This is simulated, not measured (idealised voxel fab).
Process module, titled voxel quadruple lines
Square cell edge 5 nm, section width 140 nm, ID cut.
Think of the cross-section as a grid of square cells. We describe it in bands, top to bottom, and each band covers one or more rows of those cells.
First you get the band's top height and its bottom height, in nm, and then the materials it's made of, left to right, with each width in nm. If you see a single material with "full width", that one covers the band edge to edge. "empty" is empty space.
Where do heights start? At 0: under that level the wafer as delivered is made of one material only. And the lowest band has no floor; it just carries on downward, as in "z 0 and below".
When a width is written as two numbers, as in "30..40", the first number is the width in the top row of cells of the band and the second is the width in its bottom row, and the width changes by the same amount from each row to the next.
A step reported as "nothing altered" is a step in which no cell of the cross-section changed.
The label "Fully sealed cavities" introduces a list of the empty spaces, 8 cells or larger, that have no open way up to the top; each entry in it reads width x height at distance, where the distance is taken from the left edge and all three are stated in nm.
Post-settings text on a step line: simulator's own remark regarding the step.
"overlay nm" answers the question of how far to the right of plan the mask lay on a step that has a mask, and when it is negative the answer is to the left.

-- Below is the list of planned process steps
1: RECEIVE [material Si]
2: CONFORMAL_DEP [material SiO2] [thk nm 5]
3: DIRECTIONAL_DEP [material TiN] [thk nm 10]
4: DIRECTIONAL_DEP [material polySi] [thk nm 20]
5: DIRECTIONAL_DEP [material aC] [thk nm 20]
6: PATTERN [tone cover] [mask id MANDREL] [material resist] [width nm 20] [pitch nm 60] [thk nm 30] [overlay nm -15]
7: DIRECTIONAL_ETCH [etch materials aC] [depth nm 20]
8: STRIP [etch materials resist]
9: CONFORMAL_DEP [material SiO2] [thk nm 10]
10: DIRECTIONAL_ETCH [etch materials SiO2] [depth nm 10]
11: STRIP [etch materials aC]
12: DIRECTIONAL_ETCH [etch materials polySi] [depth nm 20]
13: STRIP [etch materials SiO2]
14: CONFORMAL_DEP [material SiCN] [thk nm 5]
15: DIRECTIONAL_ETCH [etch materials SiCN] [depth nm 5]
16: STRIP [etch materials polySi]
17: DIRECTIONAL_ETCH [etch materials TiN] [depth nm 10]
18: STRIP [etch materials SiCN]
19: FILL_DEP [material lowk] [thk nm 10]
20: CMP [height nm 15]
The wafers in this document start out alike and differ in the overlay nm applied at step 6; the plan shows the value used for the first wafer.

-- After step 1, as received: first of several wafers, cross-section
> z 0 and below  Si full width
> Fully sealed cavities: none

-- Take any row and you have a wafer at the end of the module: how many cells of each material it has gained (+) or lost (-) since it was received, and then its closed voids
overlay nm -15; +28 SiO2; +16 TiN; +40 lowk; Fully sealed cavities: none
overlay nm -10; +28 SiO2; +16 TiN; +40 lowk; Fully sealed cavities: none
overlay nm -5; +28 SiO2; +16 TiN; +40 lowk; Fully sealed cavities: none
overlay nm 0; +28 SiO2; +16 TiN; +40 lowk; Fully sealed cavities: none
overlay nm 5; +28 SiO2; +16 TiN; +40 lowk; Fully sealed cavities: none
overlay nm 10; +28 SiO2; +16 TiN; +40 lowk; Fully sealed cavities: none
overlay nm 15; +28 SiO2; +16 TiN; +40 lowk; Fully sealed cavities: none
